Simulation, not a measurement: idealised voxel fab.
Documented hereafter: the process module known as voxel wiring stack.
We display cut, a cross-section 210 nm in width whose square cells are each 5 nm.
Just so we're on the same page, the cross-sections are grids of square cells, and they're listed out in bands top to bottom, each band one or more rows deep.
Top height, bottom height, nm. Materials left to right, width each, nm. Single material + "throughout" = fills band edge to edge. "empty" = empty.
Height 0 is the level under which the wafer as received is all one material. The lowest band goes on downwards, as in "0 down".
It should be noted that a width expressed as "30 to 40" varies in equal increments from row to row of cells within the band, taking the value of the first number at the top row and that of the second number at the bottom row.
Basically "no alteration" means that step didn't change any cell in the cross-section.
"Closed void register": sealed empty spaces, 8 cells or more, no open way to top, listed width x height at distance, with distance from the left edge and width, height and distance in nm.
Formally, on a step line, whatever follows the settings is a remark that the simulator itself makes on the step.
"overlay nm" denotes, for a step that has a mask, the displacement of the mask to the right of its planned place, with negative values corresponding to the left.
## Intended process steps
1. RECEIVE,material Si
2. CONFORMAL_DEP,material SiO2,thk nm 15
3. DIRECTIONAL_DEP,material TiN,thk nm 5
4. DIRECTIONAL_DEP,material W,thk nm 20
5. MASKED_ETCH,tone cover,mask id METAL_1,width nm 20,pitch nm 35,etch materials W,depth nm 20,overlay nm 0
6. MASKED_ETCH,tone cover,mask id METAL_1,width nm 20,pitch nm 35,etch materials TiN,depth nm 5,overlay nm 0
7. CONFORMAL_DEP,material SiN,thk nm 5
8. FILL_DEP,material SiO2,thk nm 5
9. CMP,height nm 40
10. CONFORMAL_DEP,material SiCN,thk nm 5
11. DIRECTIONAL_DEP,material SiO2,thk nm 35
12. MASKED_ETCH,tone open,mask id METAL_2,width nm 20,pitch nm 35,etch materials SiO2,depth nm 20,overlay nm 0
13. MASKED_ETCH,tone open,mask id METAL_2_HOLES,width nm 15,etch materials SiO2,depth nm 15,overlay nm 0
14. MASKED_ETCH,tone open,mask id METAL_2_HOLES,width nm 15,etch materials SiCN,depth nm 5,overlay nm 0
15. CONFORMAL_DEP,material TiN,thk nm 5
16. FILL_DEP,material Cu,thk nm 5
17. CMP,height nm 80
18. CONFORMAL_DEP,material SiCN,thk nm 5
19. DIRECTIONAL_DEP,material SiO2,thk nm 10
20. MASKED_ETCH,tone open,mask id PLUG_2,width nm 15,pitch nm 35,etch materials SiO2,depth nm 10,overlay nm 0
21. MASKED_ETCH,tone open,mask id PLUG_2,width nm 15,pitch nm 35,etch materials SiCN,depth nm 5,overlay nm 0
22. EPI,material Ru,thk nm 10
23. EPI,material Ru,thk nm 5
24. CONFORMAL_DEP,material SiN,thk nm 5
25. DIRECTIONAL_DEP,material SiO2,thk nm 15
26. PATTERN,tone open,mask id METAL_3,material resist,width nm 20,pitch nm 35,thk nm 20,overlay nm 0
27. DIRECTIONAL_ETCH,etch materials SiO2,depth nm 15
28. DIRECTIONAL_ETCH,etch materials SiN,depth nm 5
29. STRIP,etch materials resist
30. CONFORMAL_DEP,material TiN,thk nm 5
31. FILL_DEP,material W,thk nm 10
32. CMP,height nm 115
33. CONFORMAL_DEP,material SiCN,thk nm 5
34. DIRECTIONAL_DEP,material SiO2,thk nm 35
35. PATTERN,tone open,mask id METAL_4,material resist,width nm 20,pitch nm 35,thk nm 20,overlay nm 0
36. DIRECTIONAL_ETCH,etch materials SiO2,depth nm 20
37. STRIP,etch materials resist
38. DIRECTIONAL_DEP,material aC,thk nm 10
39. PATTERN,tone open,mask id METAL_4_HOLES,material resist,width nm 15,pitch nm 35,thk nm 25,overlay nm 0
40. DIRECTIONAL_ETCH,etch materials aC,depth nm 10
41. STRIP,etch materials resist
42. DIRECTIONAL_ETCH,etch materials SiO2,depth nm 15
43. DIRECTIONAL_ETCH,etch materials SiCN,depth nm 5
44. STRIP,etch materials aC
45. CONFORMAL_DEP,material TiN,thk nm 5
46. FILL_DEP,material Cu,thk nm 10
47. CMP,height nm 155
48. CONFORMAL_DEP,material SiCN,thk nm 5
## Cross-section of the wafer as it came to us, i.e., already through step 1
* 0 down | Si throughout
* Closed void register: none
## Look at the cross-section after the module: the wafer started out the way shown above and the plan was the one shown above, yet one mistake was made along the way
* 160 to 155 | SiCN throughout
* 155 to 140 | SiO2=75  TiN=5  Cu=10  TiN=5  SiO2=15  TiN=5  Cu=10  TiN=5  SiO2=80
* 140 to 135 | SiO2=75  TiN=5  Cu=5  TiN=10  SiO2=15  TiN=5  Cu=5  TiN=10  SiO2=80
* 135 to 120 | SiO2=75  TiN=5  Cu=5  TiN=5  SiO2=20  TiN=5  Cu=5  TiN=5  SiO2=85
* 120 to 115 | SiCN=75  TiN=15  SiCN=20  TiN=15  SiCN=85
* 115 to 100 | SiO2=75  TiN=5  W=10  TiN=5  SiO2=15  TiN=5  W=10  TiN=5  SiO2=80
* 100 to 95 | SiN=75  TiN=20  SiN=15  TiN=20  SiN=80
* 95 to 85 | SiO2=75  Ru=15  SiO2=20  Ru=15  SiO2=85
* 85 to 80 | SiCN=75  Ru=15  SiCN=20  Ru=15  SiCN=85
* 80 to 65 | SiO2=75  TiN=5  Cu=10  TiN=5  SiO2=15  TiN=5  Cu=10  TiN=5  SiO2=80
* 65 to 60 | SiO2=75  TiN=5  Cu=5  TiN=10  SiO2=15  TiN=20  SiO2=80
* 60 to 55 | SiO2=75  TiN=5  Cu=5  TiN=5  SiO2=120
* 55 to 50 | SiO2=75  TiN=15  SiO2=120
* 50 to 45 | SiO2 throughout
* 45 to 40 | SiCN throughout
* 40 to 20 | SiO2=70  SiN=5  W=20  SiN=5  SiO2=5  SiN=5  W=20  SiN=5  SiO2=75
* 20 to 15 | SiN=75  TiN=20  SiN=15  TiN=20  SiN=80
* 15 to 0 | SiO2 throughout
* 0 down | Si throughout
* Closed void register: none
Deviation noted in wafer processing: step 13 did not use the planned setting and instead ran as MASKED_ETCH,tone open,mask id METAL_2_HOLES,width nm 15,etch materials SiO2,depth nm 10,overlay nm 0
